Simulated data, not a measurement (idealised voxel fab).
Name of the process module below: voxel transistor to metal
Section shown: cut. Width: 260 nm. Cell size: 5 nm, square.
Throughout this document, each cross-section is represented as a grid of square cells and is presented as a sequence of bands enumerated from the top downward, where a band comprises one or more rows of cells. Look at the band entry: it leads with the top's height and the bottom's height in nm. Then it lists the materials left to right, with a width in nm for each. The word "full width" on a single material says that material fills the band edge to edge. The word "empty" is empty space. Heights are reckoned from 0. Under this level, the received wafer is all of one material. The bottommost band is open-ended downward, for example "0 down". When a width is written as two numbers, as in "30..40", the first number is the width in the top row of cells of the band and the second is the width in its bottom row, and the width changes by the same amount from each row to the next. For the purposes of this document, the phrase "no modifications" attached to a step denotes that no cell within the cross-section was modified by that step. The entry "Enclosed voids" lists the empty spaces that cover at least 8 cells and have no open path to the top. Each is written as width x height at distance, where the distance is measured from the left edge and all three values are in nm. That trailing text on a step's line, after the settings, is the simulator's own remark on the step. Among the settings permitted on a step's line is "overlay nm"; applied to a step with a mask, it specifies the extent to which the mask lay to the right of its planned position, whereas a negative figure signifies a position to the left.

LISTED BELOW ARE THE PROCESS STEPS AS PLANNED
1: RECEIVE, material Si
2: OXIDIZE, depth nm 5
3: CONFORMAL_DEP, material SiN, thk nm 15
4: PATTERN, tone cover, mask id ACTIVE, material resist, width nm 95, pitch nm 125, thk nm 15, overlay nm 0
5: DIRECTIONAL_ETCH, etch materials SiN, depth nm 15
6: DIRECTIONAL_ETCH, etch materials SiO2, depth nm 5
7: DIRECTIONAL_ETCH, etch materials Si, depth nm 30
8: STRIP, etch materials resist
9: OXIDIZE, depth nm 5
10: FILL_DEP, material SiO2, thk nm 10
11: CMP, height nm 15
12: SELECTIVE_ETCH, etch materials SiO2, depth nm 10
13: STRIP, etch materials SiN
14: SELECTIVE_ETCH, etch materials SiO2, depth nm 5
15: OXIDIZE, depth nm 5
16: DIRECTIONAL_DEP, material polySi, thk nm 25
17: DIRECTIONAL_DEP, material SiCN, thk nm 15
18: MASKED_ETCH, tone cover, mask id GATE, width nm 25, pitch nm 125, etch materials SiCN, depth nm 25, overlay nm 0
19: MASKED_ETCH, tone cover, mask id GATE, width nm 25, pitch nm 125, etch materials polySi, depth nm 35, overlay nm 0
20: CONFORMAL_DEP, material SiN, thk nm 5
21: DIRECTIONAL_ETCH, etch materials SiN, depth nm 5
22: DIRECTIONAL_ETCH, etch materials SiO2, depth nm 5
23: DIRECTIONAL_ETCH, etch materials Si, depth nm 15
24: EPI, material SiGe, thk nm 15
25: FILL_DEP, material SiO2, thk nm 5
26: CMP, height nm 35
27: DIRECTIONAL_DEP, material SiO2, thk nm 15
28: MASKED_ETCH, tone open, mask id CONTACT, width nm 25, etch materials SiO2, depth nm 60, overlay nm 0
29: CONFORMAL_DEP, material TiN, thk nm 5
30: FILL_DEP, material W, thk nm 5
31: CMP, height nm 50
32: CONFORMAL_DEP, material SiN, thk nm 5
33: DIRECTIONAL_DEP, material SiO2, thk nm 15
34: DIRECTIONAL_DEP, material aC, thk nm 15
35: PATTERN, tone open, mask id METAL_1, material resist, width nm 15, thk nm 30, overlay nm 0
36: DIRECTIONAL_ETCH, etch materials aC, depth nm 15
37: STRIP, etch materials resist
38: DIRECTIONAL_ETCH, etch materials SiO2, depth nm 15
39: DIRECTIONAL_ETCH, etch materials SiN, depth nm 5
40: STRIP, etch materials aC
41: CONFORMAL_DEP, material TiN, thk nm 5
42: FILL_DEP, material Cu, thk nm 10
43: CMP, height nm 70
44: CONFORMAL_DEP, material SiN, thk nm 5

RECEIVED-STATE CROSS-SECTION, REFLECTING COMPLETION OF STEP 1
- 0 down  Si full width
- Enclosed voids: none

RESULT OF THE MODULE, CROSS-SECTIONED: START PER ABOVE, PLAN PER ABOVE, ONE ERROR IN HOW IT WAS RUN
- 75 to 70  SiN full width
- 70 to 55  SiO2 25 | TiN 5 | Cu 5 | TiN 5 | SiO2 55 | TiN 5 | Cu 5 | TiN 5 | SiO2 40 | TiN 5 | Cu 5 | TiN 5 | SiO2 55 | TiN 5 | Cu 5 | TiN 5 | SiO2 25
- 55 to 50  SiN 25 | TiN 15 | SiN 55 | TiN 15 | SiN 40 | TiN 15 | SiN 55 | TiN 15 | SiN 25
- 50 to 35  TiN full width
- 35 to 20  SiO2 50 | SiN 5 | SiCN 25 | SiN 5 | SiO2 90 | SiN 5 | SiCN 25 | SiN 5 | SiO2 50
- 20 to 5  SiO2 50 | SiN 5 | polySi 25 | SiN 5 | SiO2 90 | SiN 5 | polySi 25 | SiN 5 | SiO2 50
- 5 to 0  SiO2 35 | SiGe 15 | SiN 5 | polySi 25 | SiN 5 | SiGe 15 | SiO2 60 | SiGe 15 | SiN 5 | polySi 25 | SiN 5 | SiGe 15 | SiO2 35
- 0 to -5  SiO2 15 | SiN 5 | SiO2 15 | SiGe 15 | SiN 5 | polySi 25 | SiN 5 | SiGe 15 | SiO2 15 | SiN 5 | SiO2 20 | SiN 5 | SiO2 15 | SiGe 15 | SiN 5 | polySi 25 | SiN 5 | SiGe 15 | SiO2 15 | SiN 5 | SiO2 15
- -5 to -10  SiO2 35 | SiGe 15 | SiO2 35 | SiGe 15 | SiO2 60 | SiGe 15 | SiO2 35 | SiGe 15 | SiO2 35
- -10 to -25  SiO2 25 | SiGe 25 | Si 35 | SiGe 25 | SiO2 40 | SiGe 25 | Si 35 | SiGe 25 | SiO2 25
- -25 to -40  SiO2 25 | Si 85 | SiO2 40 | Si 85 | SiO2 25
- -40 down  Si full width
- Enclosed voids: none
Where did the run depart from the plan? step 27 ran with different settings than intended, the actual operation and settings being DIRECTIONAL_DEP, material TiN, thk nm 15
